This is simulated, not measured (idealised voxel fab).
The following process module bears the name voxel transistor to metal.
We display cut, a cross-section 185 nm in width whose square cells are each 5 nm.
For the purposes of this document, a cross-section shall be understood as a grid of square cells, specified as bands listed in top-to-bottom order, each band consisting of one or more rows of cells. This entry defines a band. It first specifies the height of the band's top and the height of its bottom in nm, and then specifies the band's materials from left to right, stating each material with its width in nm. The word "all across" identifies a single material that fills the band from edge to edge, while the word "empty" identifies empty space. Heights are reckoned from 0. Under this level, the received wafer is all of one material. The bottommost band is open-ended downward, for example "top 0, no bottom". Width "30->40": first value at the band's top row of cells, second value at its bottom row, equal change from row to row. You'll sometimes find "identical to before" written for a step, and that's the way of saying that nowhere in the cross-section did a cell change during that step. Entry "Entrapped void list" = empty spaces >= 8 cells with no open way to the top; each as width x height at distance, distance from left edge, all nm. Anything after a step's settings on that line? It's the simulator's own note about the step. The optional step-line setting "overlay nm" applies to steps with a mask and quantifies how far to the right of its planned location the mask lay, a negative value indicating leftward placement.
Steps in the process plan
1. op RECEIVE | material Si
2. op CONFORMAL_DEP | material SiO2 | thk nm 5
3. op CONFORMAL_DEP | material SiN | thk nm 10
4. op DIRECTIONAL_DEP | material aC | thk nm 15
5. op PATTERN | tone cover | mask id ACTIVE | material resist | width nm 100 | thk nm 30 | overlay nm 0
6. op DIRECTIONAL_ETCH | etch materials aC | depth nm 15
7. op STRIP | etch materials resist
8. op DIRECTIONAL_ETCH | etch materials SiN | depth nm 10
9. op DIRECTIONAL_ETCH | etch materials SiO2 | depth nm 5
10. op DIRECTIONAL_ETCH | etch materials Si | depth nm 30
11. op STRIP | etch materials aC
12. op FILL_DEP | material SiO2 | thk nm 15
13. op CMP | height nm 15
14. op SELECTIVE_ETCH | etch materials SiO2 | depth nm 10
15. op STRIP | etch materials SiN
16. op SELECTIVE_ETCH | etch materials SiO2 | depth nm 5
17. op OXIDIZE | depth nm 5
18. op DIRECTIONAL_DEP | material polySi | thk nm 25
19. op DIRECTIONAL_DEP | material SiCN | thk nm 10
20. op DIRECTIONAL_DEP | material aC | thk nm 15
21. op PATTERN | tone cover | mask id GATE | material resist | width nm 20 | thk nm 35 | overlay nm 0
22. op DIRECTIONAL_ETCH | etch materials aC | depth nm 15
23. op STRIP | etch materials resist
24. op DIRECTIONAL_ETCH | etch materials SiCN | depth nm 20
25. op DIRECTIONAL_ETCH | etch materials polySi | depth nm 35
26. op STRIP | etch materials aC
27. op CONFORMAL_DEP | material SiN | thk nm 10
28. op DIRECTIONAL_ETCH | etch materials SiN | depth nm 10
29. op DIRECTIONAL_ETCH | etch materials SiO2 | depth nm 5
30. op DIRECTIONAL_ETCH | etch materials Si | depth nm 10
31. op EPI | material SiGe | thk nm 15
32. op FILL_DEP | material SiO2 | thk nm 5
33. op CMP | height nm 35
34. op DIRECTIONAL_DEP | material SiO2 | thk nm 10
35. op PATTERN | tone open | mask id CONTACT | material resist | width nm 30 | pitch nm 60 | thk nm 15 | overlay nm 0
36. op DIRECTIONAL_ETCH | etch materials SiO2 | depth nm 45
37. op STRIP | etch materials resist
38. op CONFORMAL_DEP | material TiN | thk nm 5
39. op FILL_DEP | material W | thk nm 10
40. op CMP | height nm 45
41. op CONFORMAL_DEP | material SiN | thk nm 5
42. op DIRECTIONAL_DEP | material SiO2 | thk nm 20
43. op MASKED_ETCH | tone open | mask id METAL_1 | width nm 15 | pitch nm 75 | etch materials SiO2 | depth nm 20 | overlay nm 0
44. op MASKED_ETCH | tone open | mask id METAL_1 | width nm 15 | pitch nm 75 | etch materials SiN | depth nm 5 | overlay nm 0
45. op CONFORMAL_DEP | material TiN | thk nm 5
46. op FILL_DEP | material Cu | thk nm 10
47. op CMP | height nm 70
48. op CONFORMAL_DEP | material SiCN | thk nm 5
49. op DIRECTIONAL_DEP | material SiO2 | thk nm 25
50. op PATTERN | tone open | mask id METAL_2 | material resist | width nm 15 | pitch nm 75 | thk nm 15 | overlay nm 0
51. op DIRECTIONAL_ETCH | etch materials SiO2 | depth nm 15
52. op STRIP | etch materials resist
53. op DIRECTIONAL_DEP | material aC | thk nm 15
54. op PATTERN | tone open | mask id METAL_2_HOLES | material resist | width nm 15 | pitch nm 75 | thk nm 35 | overlay nm 0
55. op DIRECTIONAL_ETCH | etch materials aC | depth nm 15
56. op STRIP | etch materials resist
57. op DIRECTIONAL_ETCH | etch materials SiO2 | depth nm 10
58. op DIRECTIONAL_ETCH | etch materials SiCN | depth nm 5
59. op STRIP | etch materials aC
60. op CONFORMAL_DEP | material TiN | thk nm 5
61. op FILL_DEP | material Cu | thk nm 10
62. op CMP | height nm 100
63. op CONFORMAL_DEP | material SiN | thk nm 5
Delivered wafer in cross-section: state after step 1
> top 0, no bottom = Si all across
> Entrapped void list: none
The first of the two wafers as seen in cross-section once the module was finished; processing followed the plan
> top 105, bottom 100 = SiN all across
> top 100, bottom 75 = SiO2 45; TiN 5; Cu 5; TiN 5; SiO2 60; TiN 5; Cu 5; TiN 5; SiO2 50
> top 75, bottom 70 = SiCN 45; TiN 15; SiCN 60; TiN 15; SiCN 50
> top 70, bottom 50 = SiO2 45; TiN 5; Cu 5; TiN 5; SiO2 60; TiN 5; Cu 5; TiN 5; SiO2 50
> top 50, bottom 45 = SiN 45; TiN 15; SiN 60; TiN 15; SiN 50
> top 45, bottom 35 = SiO2 45; TiN 5; W 20->15; TiN 5->10; SiO2 30; TiN 5->10; W 20->15; TiN 5; SiO2 50
> top 35, bottom 25 = SiO2 45; TiN 5; W 15; TiN 5; SiN 10; SiCN 20; SiN 10; TiN 5; W 15; TiN 5; SiO2 50
> top 25, bottom 15 = SiO2 45; TiN 5; W 15; TiN 5; SiN 10; polySi 20; SiN 10; TiN 5; W 15; TiN 5; SiO2 50
> top 15, bottom 10 = SiO2 45; TiN 25; SiN 10; polySi 20; SiN 10; TiN 25; SiO2 50
> top 10, bottom 0 = SiO2 45; TiN 10; SiGe 15; SiN 10; polySi 20; SiN 10; SiGe 15; TiN 10; SiO2 50
> top 0, bottom -5 = SiO2 35; SiGe 35; SiO2 40; SiGe 35; SiO2 40
> top -5, bottom -15 = SiO2 40; SiGe 30; Si 40; SiGe 30; SiO2 45
> top -15, bottom -30 = SiO2 40; Si 100; SiO2 45
> top -30, no bottom = Si all across
> Entrapped void list: none
Cross-section, second wafer: same start as the first, same plan as the first, one mistake in running it; taken at the end of the module
> top 105, bottom 100 = SiN all across
> top 100, bottom 95 = SiCN 45; TiN 15; SiCN 60; TiN 15; SiCN 50
> top 95, bottom 70 = SiO2 all across
> top 70, bottom 50 = SiO2 45; TiN 5; Cu 5; TiN 5; SiO2 60; TiN 5; Cu 5; TiN 5; SiO2 50
> top 50, bottom 45 = SiN 45; TiN 15; SiN 60; TiN 15; SiN 50
> top 45, bottom 35 = SiO2 45; TiN 5; W 20->15; TiN 5->10; SiO2 30; TiN 5->10; W 20->15; TiN 5; SiO2 50
> top 35, bottom 25 = SiO2 45; TiN 5; W 15; TiN 5; SiN 10; SiCN 20; SiN 10; TiN 5; W 15; TiN 5; SiO2 50
> top 25, bottom 15 = SiO2 45; TiN 5; W 15; TiN 5; SiN 10; polySi 20; SiN 10; TiN 5; W 15; TiN 5; SiO2 50
> top 15, bottom 10 = SiO2 45; TiN 25; SiN 10; polySi 20; SiN 10; TiN 25; SiO2 50
> top 10, bottom 0 = SiO2 45; TiN 10; SiGe 15; SiN 10; polySi 20; SiN 10; SiGe 15; TiN 10; SiO2 50
> top 0, bottom -5 = SiO2 35; SiGe 35; SiO2 40; SiGe 35; SiO2 40
> top -5, bottom -15 = SiO2 40; SiGe 30; Si 40; SiGe 30; SiO2 45
> top -15, bottom -30 = SiO2 40; Si 100; SiO2 45
> top -30, no bottom = Si all across
> Entrapped void list: none
What went wrong in running the wafer? steps 48 and 49 traded places in the executed sequence
Upon completion, the second wafer contains, in terms of cells, a greater or smaller amount of certain materials than the first wafer: -10 Cu, +30 SiO2, -20 TiN
